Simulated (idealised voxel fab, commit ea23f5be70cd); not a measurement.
The following is a process module called voxel released beams.
cross-section cut | 185 nm wide | cells 5 nm
Notation: cross-section as square-cell grid; stated in bands, top first, going down; one or more cell rows per band.
A band entry consists of two parts. The first gives the height of the band's top and the height of its bottom, in nm. The rest lists the band's materials from left to right, each with its width in nm. A single material labelled with the word "all across" fills the band from edge to edge, and the word "air" marks empty space.
Where do heights start? At 0: under that level the wafer as delivered is made of one material only. And the lowest band has no floor; it just carries on downward, as in "0 nm and below".
The two numbers in a width such as "30->40" mark its ends across the band: the first belongs to the top row of cells, the second to the bottom row, and from each row to the next the width moves by the same amount.
Reading "no modifications" for a step: not a cell of the cross-section changed in it.
What "Enclosed void inventory" gives you is every empty space of 8 cells or more that is cut off from the top. Each appears as width x height at distance, with the distance taken from the left edge and width, height and distance all in nm.
That trailing text on a step's line, after the settings, is the simulator's own remark on the step.
You can add "overlay nm" to a step's line. For a step with a mask, it describes how far the mask lay to the right of its planned position, and a negative number describes a lay to the left.

THE STEPS PLANNED FOR THE PROCESS ARE AS FOLLOWS
1. RECEIVE, material Si
2. CONFORMAL_DEP, material SiN, thk nm 5
3. DIRECTIONAL_DEP, material SiO2, thk nm 10
4. MASKED_ETCH, tone open, mask id ANCHOR, width nm 45, etch materials SiO2, depth nm 10, overlay nm 0
5. CONFORMAL_DEP, material TiN, thk nm 15
6. DIRECTIONAL_DEP, material aC, thk nm 15
7. PATTERN, tone cover, mask id BEAM, material resist, width nm 120, thk nm 30, overlay nm 0
8. DIRECTIONAL_ETCH, etch materials aC, depth nm 15
9. STRIP, etch materials resist
10. DIRECTIONAL_ETCH, etch materials TiN, depth nm 15
11. STRIP, etch materials aC
12. STRIP, etch materials SiO2

AS RECEIVED, AFTER STEP 1
    0 nm and below | Si all across
    Enclosed void inventory: none

FIRST OF TWO WAFERS: CROSS-SECTION AT END OF MODULE, RUN PER PLAN
    30 nm to 20 nm | 30 of air, then 20 of TiN, then 15 of air, then 85 of TiN, then 35 of air
    20 nm to 15 nm | 30 of air, then 120 of TiN, then 35 of air
    15 nm to 5 nm | 35 of air, then 45 of TiN, then 105 of air
    5 nm to 0 nm | SiN all across
    0 nm and below | Si all across
    Enclosed void inventory: none

WHAT THE SECOND WAFER LOOKS LIKE IN CROSS-SECTION ONCE THE MODULE IS DONE. ITS START AND ITS PLAN MATCHED THE FIRST WAFER'S EXACTLY; WHAT DIFFERED WAS ONE MISTAKE IN HOW IT WAS RUN
    30 nm to 25 nm | 30 of air, then 20 of TiN, then 15 of air, then 85 of TiN, then 35 of air
    25 nm to 20 nm | 50 of TiN, then 15 of air, then 120 of TiN
    20 nm to 15 nm | TiN all across
    15 nm to 5 nm | 35 of SiO2, then 45 of TiN, then 105 of SiO2
    5 nm to 0 nm | SiN all across
    0 nm and below | Si all across
    Enclosed void inventory: none
What was the processing mistake? it should be noted that step 10 was executed with settings other than those planned, the operation and settings actually applied being DIRECTIONAL_ETCH, etch materials TiN, depth nm 5
Upon completion, the second wafer contains, in terms of cells, a greater or smaller amount of certain materials than the first wafer: 56 more of SiO2; 26 more of TiN
